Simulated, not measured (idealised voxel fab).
process module | voxel transistor to metal
cross-section cut | 210 nm wide | cells 5 nm
A cross-section is a grid of square cells, given in bands from the top down. A band is one or more rows of cells.
Each band's line starts with the height of the band's top and of its bottom, in nm. Then come its materials from left to right, each with its width in nm. One material with "throughout" fills the band from edge to edge. "air" is empty space.
Height 0 is the level under which the wafer as received is all one material. The lowest band goes on downwards, as in "0 down".
A width such as "30 to 40" changes by the same amount from each row of cells to the next, from the band's top row to its bottom row.
"no change" after a step means that no cell of the cross-section changed.
closed voids: empty space of 8 cells or more with no open way to the top, each as width x height at its distance from the left edge, in nm
after a step's settings: what the simulator itself notes on the step
overlay nm, on a step with a mask: how far to the right of its planned place the mask lay; to the left if negative
plan
1 op RECEIVE | material Si
2 op CONFORMAL_DEP | material SiO2 | thk nm 5
3 op CONFORMAL_DEP | material SiN | thk nm 15
4 op MASKED_ETCH | tone cover | mask id ACTIVE | width nm 100 | etch materials SiN | depth nm 15 | overlay nm 0
5 op MASKED_ETCH | tone cover | mask id ACTIVE | width nm 100 | etch materials SiO2 | depth nm 5 | overlay nm 0
6 op MASKED_ETCH | tone cover | mask id ACTIVE | width nm 100 | etch materials Si | depth nm 25 | overlay nm 0
7 op OXIDIZE | depth nm 5
8 op FILL_DEP | material SiO2 | thk nm 10
9 op CMP | height nm 20
10 op SELECTIVE_ETCH | etch materials SiO2 | depth nm 15
11 op STRIP | etch materials SiN
12 op SELECTIVE_ETCH | etch materials SiO2 | depth nm 5
13 op OXIDIZE | depth nm 5
14 op DIRECTIONAL_DEP | material polySi | thk nm 30
15 op DIRECTIONAL_DEP | material SiCN | thk nm 10
16 op MASKED_ETCH | tone cover | mask id GATE | width nm 20 | etch materials SiCN | depth nm 20 | overlay nm 0
17 op MASKED_ETCH | tone cover | mask id GATE | width nm 20 | etch materials polySi | depth nm 40 | overlay nm 0
18 op CONFORMAL_DEP | material SiO2 | thk nm 5
19 op DIRECTIONAL_ETCH | etch materials SiO2 | depth nm 5
20 op CONFORMAL_DEP | material SiN | thk nm 5
21 op DIRECTIONAL_ETCH | etch materials SiN | depth nm 5
22 op DIRECTIONAL_ETCH | etch materials SiO2 | depth nm 5
23 op DIRECTIONAL_ETCH | etch materials Si | depth nm 15
24 op EPI | material nSi | thk nm 20
25 op FILL_DEP | material SiO2 | thk nm 5
26 op CMP | height nm 40
27 op DIRECTIONAL_DEP | material SiO2 | thk nm 10
28 op DIRECTIONAL_DEP | material aC | thk nm 10
29 op PATTERN | tone open | mask id CONTACT | material resist | width nm 15 | pitch nm 75 | thk nm 25 | overlay nm 0
30 op DIRECTIONAL_ETCH | etch materials aC | depth nm 10
31 op STRIP | etch materials resist
32 op DIRECTIONAL_ETCH | etch materials SiO2 | depth nm 50
33 op STRIP | etch materials aC
34 op CONFORMAL_DEP | material TiN | thk nm 5
35 op FILL_DEP | material Ru | thk nm 5
36 op CMP | height nm 50
37 op CONFORMAL_DEP | material SiCN | thk nm 5
38 op DIRECTIONAL_DEP | material lowk | thk nm 20
39 op MASKED_ETCH | tone open | mask id METAL_1 | width nm 15 | pitch nm 75 | etch materials lowk | depth nm 20 | overlay nm 0
40 op MASKED_ETCH | tone open | mask id METAL_1 | width nm 15 | pitch nm 75 | etch materials SiCN | depth nm 5 | overlay nm 0
41 op CONFORMAL_DEP | material TiN | thk nm 5
42 op FILL_DEP | material Cu | thk nm 5
43 op CMP | height nm 75
44 op CONFORMAL_DEP | material SiCN | thk nm 5
as received, after step 1
  0 down: Si throughout
  closed voids: none
a wafer at the end: this start, this plan, one mistake
  80 to 75: SiCN throughout
  75 to 55: lowk 60 | TiN 5 | Cu 5 | TiN 5 | lowk 60 | TiN 5 | Cu 5 | TiN 5 | lowk 60
  55 to 50: SiCN 60 | TiN 15 | SiCN 60 | TiN 15 | SiCN 60
  50 to 40: SiO2 60 | TiN 5 | aC 5 | TiN 5 | SiO2 60 | TiN 5 | aC 5 | TiN 5 | SiO2 60
  40 to 30: SiO2 60 | TiN 5 | aC 5 | TiN 5 | SiO2 10 | SiN 5 | SiO2 5 | SiCN 20 | SiO2 5 | SiN 5 | SiO2 10 | TiN 5 | aC 5 | TiN 5 | SiO2 60
  30 to 20: SiO2 60 | TiN 5 | aC 5 | TiN 5 | SiO2 10 | SiN 5 | SiO2 5 | polySi 20 | SiO2 5 | SiN 5 | SiO2 10 | TiN 5 | aC 5 | TiN 5 | SiO2 60
  20 to 15: SiO2 60 | TiN 15 | SiO2 10 | SiN 5 | SiO2 5 | polySi 20 | SiO2 5 | SiN 5 | SiO2 10 | TiN 15 | SiO2 60
  15 to 0: SiO2 60 | TiN 5 | nSi 20 | SiN 5 | SiO2 5 | polySi 20 | SiO2 5 | SiN 5 | nSi 20 | TiN 5 | SiO2 60
  0 to -5: SiO2 55 | nSi 30 | SiO2 40 | nSi 30 | SiO2 55
  -5 to -20: SiO2 60 | nSi 25 | Si 40 | nSi 25 | SiO2 60
  -20 to -30: SiO2 60 | Si 90 | SiO2 60
  -30 down: Si throughout
  closed voids: none
what went wrong: step 35 ran as: op FILL_DEP | material aC | thk nm 5
